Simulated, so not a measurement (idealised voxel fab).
voxel tone inversion: a process module
The width of the displayed cross-section, cut, is 190 nm; its cells are square, with a size of 5 nm.
A cross-section is written here as square cells arranged in a grid, and it is given in bands from the top down, each band taking up one or more rows of cells.
Basically the band line says how high the top is and how high the bottom is, in nm, and then what's in it from left to right, every material with its width in nm. Empty space shows up as "empty", and if a single material carries "full width" it runs the full band edge to edge.
Heights are measured from 0, the level below which the as-received wafer is all one material; the lowest band has no bottom and continues downward, written as in "0 -> down".
Top row gets the first number, bottom row gets the second, and each row in between changes by the same step: that is how a band width like "30->40" works.
The designation "no change occurred", where it is given for a processing step, indicates that no cell of the cross-section was altered in the course of that step.
The entry titled "Sealed void inventory" provides the empty spaces that have no open way to the top, restricted to those of 8 cells or more. Each is presented as width x height at distance, the distance being measured from the left edge, with all three in nm.
after a step's settings: what the simulator itself notes on the step
overlay nm: right-of-plan distance of the mask on a masked step; negative values mean left-of-plan.
The steps planned for the process are as follows:
1: RECEIVE (material Si)
2: CONFORMAL_DEP (material SiCN; thk nm 10)
3: DIRECTIONAL_DEP (material polySi; thk nm 25)
4: PATTERN (tone cover; mask id POSTS; material resist; width nm 25; pitch nm 40; thk nm 35; overlay nm 0)
5: DIRECTIONAL_ETCH (etch materials polySi; depth nm 25)
6: STRIP (etch materials resist)
7: FILL_DEP (material lowk; thk nm 5)
8: CMP (height nm 35)
9: STRIP (etch materials polySi)
10: CONFORMAL_DEP (material TiN; thk nm 5)
11: FILL_DEP (material W; thk nm 5)
12: CMP (height nm 35)
13: CONFORMAL_DEP (material SiCN; thk nm 5)
First of two wafers - as planned:
So this is the incoming wafer in cross-section - it's already been through step 1:
0 -> down | Si full width
Sealed void inventory: none
After step 2, in cross-section:
10 -> 0 | SiCN full width
Lower than 0, everything is as it was.
After step 3, in cross-section:
35 -> 10 | polySi full width
Lower than 10, everything is as it was.
After step 4, in cross-section:
70 -> 35 | 40 nm empty / 25 nm resist / 15 nm empty / 25 nm resist / 15 nm empty / 25 nm resist / 45 nm empty
Lower than 35, everything is as it was.
After step 5, in cross-section:
70 -> 35 | 40 nm empty / 25 nm resist / 15 nm empty / 25 nm resist / 15 nm empty / 25 nm resist / 45 nm empty
35 -> 10 | 40 nm empty / 25 nm polySi / 15 nm empty / 25 nm polySi / 15 nm empty / 25 nm polySi / 45 nm empty
Lower than 10, everything is as it was.
After step 6, in cross-section:
35 -> 10 | 40 nm empty / 25 nm polySi / 15 nm empty / 25 nm polySi / 15 nm empty / 25 nm polySi / 45 nm empty
Lower than 10, everything is as it was.
After step 7, in cross-section:
40 -> 35 | lowk full width
35 -> 10 | 40 nm lowk / 25 nm polySi / 15 nm lowk / 25 nm polySi / 15 nm lowk / 25 nm polySi / 45 nm lowk
Lower than 10, everything is as it was.
After step 8, in cross-section:
35 -> 10 | 40 nm lowk / 25 nm polySi / 15 nm lowk / 25 nm polySi / 15 nm lowk / 25 nm polySi / 45 nm lowk
Lower than 10, everything is as it was.
After step 9, in cross-section:
35 -> 10 | 40 nm lowk / 25 nm empty / 15 nm lowk / 25 nm empty / 15 nm lowk / 25 nm empty / 45 nm lowk
Lower than 10, everything is as it was.
After step 10, in cross-section:
40 -> 35 | 45 nm TiN / 15 nm empty / 25 nm TiN / 15 nm empty / 25 nm TiN / 15 nm empty / 50 nm TiN
35 -> 15 | 40 nm lowk / 5 nm TiN / 15 nm empty / 5 nm TiN / 15 nm lowk / 5 nm TiN / 15 nm empty / 5 nm TiN / 15 nm lowk / 5 nm TiN / 15 nm empty / 5 nm TiN / 45 nm lowk
15 -> 10 | 40 nm lowk / 25 nm TiN / 15 nm lowk / 25 nm TiN / 15 nm lowk / 25 nm TiN / 45 nm lowk
Lower than 10, everything is as it was.
After step 11, in cross-section:
45 -> 40 | W full width
40 -> 35 | 45 nm TiN / 15 nm W / 25 nm TiN / 15 nm W / 25 nm TiN / 15 nm W / 50 nm TiN
35 -> 15 | 40 nm lowk / 5 nm TiN / 15 nm W / 5 nm TiN / 15 nm lowk / 5 nm TiN / 15 nm W / 5 nm TiN / 15 nm lowk / 5 nm TiN / 15 nm W / 5 nm TiN / 45 nm lowk
Lower than 15, everything is as it was.
After step 12, in cross-section:
35 -> 15 | 40 nm lowk / 5 nm TiN / 15 nm W / 5 nm TiN / 15 nm lowk / 5 nm TiN / 15 nm W / 5 nm TiN / 15 nm lowk / 5 nm TiN / 15 nm W / 5 nm TiN / 45 nm lowk
Lower than 15, everything is as it was.
After step 13, in cross-section:
40 -> 35 | SiCN full width
Lower than 35, everything is as it was.
It is to be noted that the second wafer proceeded from the same initial state and according to the same plan as the first, although one mistake was committed in its execution; through step 1, inclusive, the two wafers share an identical history:
Cross-section, second wafer, at the end time the plan gives for step 2:
25 -> 0 | polySi full width
Lower than 0, everything is as it was.
Cross-section, second wafer, at the end time the plan gives for step 3:
35 -> 25 | SiCN full width
Lower than 25, everything is as it was.
Cross-section, second wafer, at the end time the plan gives for step 4:
70 -> 35 | 40 nm empty / 25 nm resist / 15 nm empty / 25 nm resist / 15 nm empty / 25 nm resist / 45 nm empty
Lower than 35, everything is as it was.
Cross-section, second wafer, at the end time the plan gives for step 5: no change occurred
Cross-section, second wafer, at the end time the plan gives for step 6:
35 -> 25 | SiCN full width
Lower than 25, everything is as it was.
Cross-section, second wafer, at the end time the plan gives for step 7:
40 -> 35 | lowk full width
Lower than 35, everything is as it was.
Cross-section, second wafer, at the end time the plan gives for step 8:
35 -> 25 | SiCN full width
Lower than 25, everything is as it was.
Cross-section, second wafer, at the end time the plan gives for step 9: no change occurred
Cross-section, second wafer, at the end time the plan gives for step 10:
40 -> 35 | TiN full width
Lower than 35, everything is as it was.
Cross-section, second wafer, at the end time the plan gives for step 11:
45 -> 40 | W full width
Lower than 40, everything is as it was.
Cross-section, second wafer, at the end time the plan gives for step 12:
35 -> 25 | SiCN full width
Lower than 25, everything is as it was.
Cross-section, second wafer, at the end time the plan gives for step 13:
40 -> 25 | SiCN full width
Lower than 25, everything is as it was.
Want to know what went wrong? plan vs actual: 2 and 3 interchanged
Upon completion, the second wafer contains, in terms of cells, a greater or smaller amount of certain materials than the first wafer: -39 TiN; -36 W; -115 lowk; +190 polySi
